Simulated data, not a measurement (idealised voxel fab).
Process module name: voxel lift off
Xsec cut, 190 nm wide, square cell size 5 nm.
If you're reading a cross-section in this doc, picture square cells in a grid; it comes to you as bands, top ones listed first down to the bottom, and a band can be one or more rows of cells. Basically the band line says how high the top is and how high the bottom is, in nm, and then what's in it from left to right, every material with its width in nm. Empty space shows up as "air", and if a single material carries "full width" it runs the full band edge to edge. Heights are measured from 0, the level below which the as-received wafer is all one material; the lowest band has no bottom and continues downward, written as in "z 0 and below". A width given as "30->40" starts at the first number in the band's top row and ends at the second number in its bottom row, shifting by an equal amount at every step from row to row. Basically "nothing different" means that step didn't change any cell in the cross-section. Empty spaces counting at least 8 cells and having no open way to the top are listed in "Voids lacking openings". The notation width x height at distance is used for each, the distance being from the left edge and all three values in nm. On each step's line, the part that comes after the settings is the simulator's own comment on the step. The setting "overlay nm" may be written on the line of a step. When the step uses a mask, the value reports how far to the right of the planned place the mask lay, and a negative value reports that it lay to the left.
### Steps in the process plan
- 1: RECEIVE with material Si
- 2: CONFORMAL_DEP with material SiN, thk nm 15
- 3: PATTERN with tone open, mask id LINES, material resist, width nm 25, pitch nm 55, thk nm 20, overlay nm 0
- 4: DIRECTIONAL_DEP with material Ru, thk nm 5
- 5: STRIP with etch materials resist
- 6: CONFORMAL_DEP with material SiCN, thk nm 5
### Cross-section of the incoming wafer, state after step 1
* z 0 and below  Si full width
* Voids lacking openings: none
### Cross-sectional image of the first of two wafers at the end of the module, the run having proceeded as planned
* z 25 to 20  air=20 / SiCN=35 / air=20 / SiCN=35 / air=20 / SiCN=35 / air=25
* z 20 to 15  SiCN=25 / Ru=25 / SiCN=30 / Ru=25 / SiCN=30 / Ru=25 / SiCN=30
* z 15 to 0  SiN full width
* z 0 and below  Si full width
* Voids lacking openings: none
### This cross-section belongs to the second wafer of two at the end of the module; the start and the plan were shared with the first, and the run included one mistake
* z 40 to 35  air=20 / SiCN=35 / air=20 / SiCN=35 / air=20 / SiCN=35 / air=25
* z 35 to 30  SiCN=25 / Ru=25 / SiCN=30 / Ru=25 / SiCN=30 / Ru=25 / SiCN=30
* z 30 to 0  SiN full width
* z 0 and below  Si full width
* Voids lacking openings: none
It is concluded that the wafer was processed incorrectly with respect to the plan, in that step 2 in the plan was executed twice
Per the end-of-run cell counts, the second wafer holds more or fewer of some materials than the first: SiN +114
